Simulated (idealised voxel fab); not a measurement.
Proc. module: voxel double patterning
FYI the section here is cut, 235 nm wide, cells are 5 nm squares.
This document writes a cross-section as a grid whose cells are square, and gives it as bands, listed from the top down; one or more rows of cells form a band. The band entry comprises the height of the band's top followed by the height of its bottom, expressed in nm, and subsequently the band's materials from left to right, each stated together with its width in nm. Where a single material is marked with the word "full width", that material fills the band from edge to edge. The word "empty" represents empty space. Measure heights from 0. That's the level where, below it, the as-received wafer is all one material. The lowest band is bottomless and extends downward; write it as in "0..down". Width "30..40": first value at the band's top row of cells, second value at its bottom row, equal change from row to row. Take "no alteration" at face value: in the step it is given for, the cross-section changed in none of its cells. "Catalogued sealed voids" specifies each empty space that is not open to the top and that occupies no fewer than 8 cells, using the form width x height at distance, the distance measured from the left edge and all three quantities in nm. If you see something after the settings on a step's line, that's the simulator's own remark about that step. overlay nm: step with mask; distance mask lay right of planned place; negative value = left of planned place.

Process steps - plan
1. RECEIVE | material Si
2. CONFORMAL_DEP | material SiO2 | thk nm 10
3. DIRECTIONAL_DEP | material W | thk nm 15
4. DIRECTIONAL_DEP | material SiN | thk nm 5
5. PATTERN | tone open | mask id FIRST | material resist | width nm 15 | pitch nm 50 | thk nm 20 | overlay nm 0
6. DIRECTIONAL_ETCH | etch materials SiN | depth nm 5
7. STRIP | etch materials resist
8. MASKED_ETCH | tone open | mask id SECOND | width nm 15 | etch materials SiN | depth nm 5 | overlay nm 0
9. DIRECTIONAL_ETCH | etch materials W | depth nm 15
10. STRIP | etch materials SiN

First wafer out of two, processed as planned

Shown in cross-section is the wafer as received, that is, as it stands after step 1
- 0..down = Si full width
- Catalogued sealed voids: none

The wafer in cross-section once step 2 is complete
- 10..0 = SiO2 full width
- Below 0, no change.

The wafer in cross-section once step 3 is complete
- 25..10 = W full width
- Below 10, no change.

The wafer in cross-section once step 4 is complete
- 30..25 = SiN full width
- Below 25, no change.

The wafer in cross-section once step 5 is complete
- 50..30 = resist=85 | empty=15 | resist=35 | empty=15 | resist=85
- Below 30, no change.

The wafer in cross-section once step 6 is complete
- 50..30 = resist=85 | empty=15 | resist=35 | empty=15 | resist=85
- 30..25 = SiN=85 | empty=15 | SiN=35 | empty=15 | SiN=85
- Below 25, no change.

The wafer in cross-section once step 7 is complete
- 30..25 = SiN=85 | empty=15 | SiN=35 | empty=15 | SiN=85
- Below 25, no change.

The wafer in cross-section once step 8 is complete
- 30..25 = SiN=85 | empty=15 | SiN=10 | empty=15 | SiN=10 | empty=15 | SiN=85
- Below 25, no change.

The wafer in cross-section once step 9 is complete
- 30..25 = SiN=85 | empty=15 | SiN=10 | empty=15 | SiN=10 | empty=15 | SiN=85
- 25..10 = W=85 | empty=15 | W=10 | empty=15 | W=10 | empty=15 | W=85
- Below 10, no change.

The wafer in cross-section once step 10 is complete
- 25..10 = W=85 | empty=15 | W=10 | empty=15 | W=10 | empty=15 | W=85
- Below 10, no change.

Wafer two. Same start, same plan, one slip in execution. Same as wafer one through step 1, inclusive

Cross-section of the second wafer when, according to plan, step 2 should have finished
- 15..0 = W full width
- Below 0, no change.

Cross-section of the second wafer when, according to plan, step 3 should have finished
- 25..15 = SiO2 full width
- Below 15, no change.

Cross-section of the second wafer when, according to plan, step 4 should have finished
- 30..25 = SiN full width
- Below 25, no change.

Cross-section of the second wafer when, according to plan, step 5 should have finished
- 50..30 = resist=85 | empty=15 | resist=35 | empty=15 | resist=85
- Below 30, no change.

Cross-section of the second wafer when, according to plan, step 6 should have finished
- 50..30 = resist=85 | empty=15 | resist=35 | empty=15 | resist=85
- 30..25 = SiN=85 | empty=15 | SiN=35 | empty=15 | SiN=85
- Below 25, no change.

Cross-section of the second wafer when, according to plan, step 7 should have finished
- 30..25 = SiN=85 | empty=15 | SiN=35 | empty=15 | SiN=85
- Below 25, no change.

Cross-section of the second wafer when, according to plan, step 8 should have finished
- 30..25 = SiN=85 | empty=15 | SiN=10 | empty=15 | SiN=10 | empty=15 | SiN=85
- Below 25, no change.

Cross-section of the second wafer when, according to plan, step 9 should have finished: no alteration

Cross-section of the second wafer when, according to plan, step 10 should have finished
- 25..15 = SiO2 full width
- Below 15, no change.
In executing the process, a mistake was made relative to the plan: the run placed steps 2 and 3 each in the position the plan gave to the other
Wafer comparison, final, in cells, second relative to first, materials more or fewer: W +27
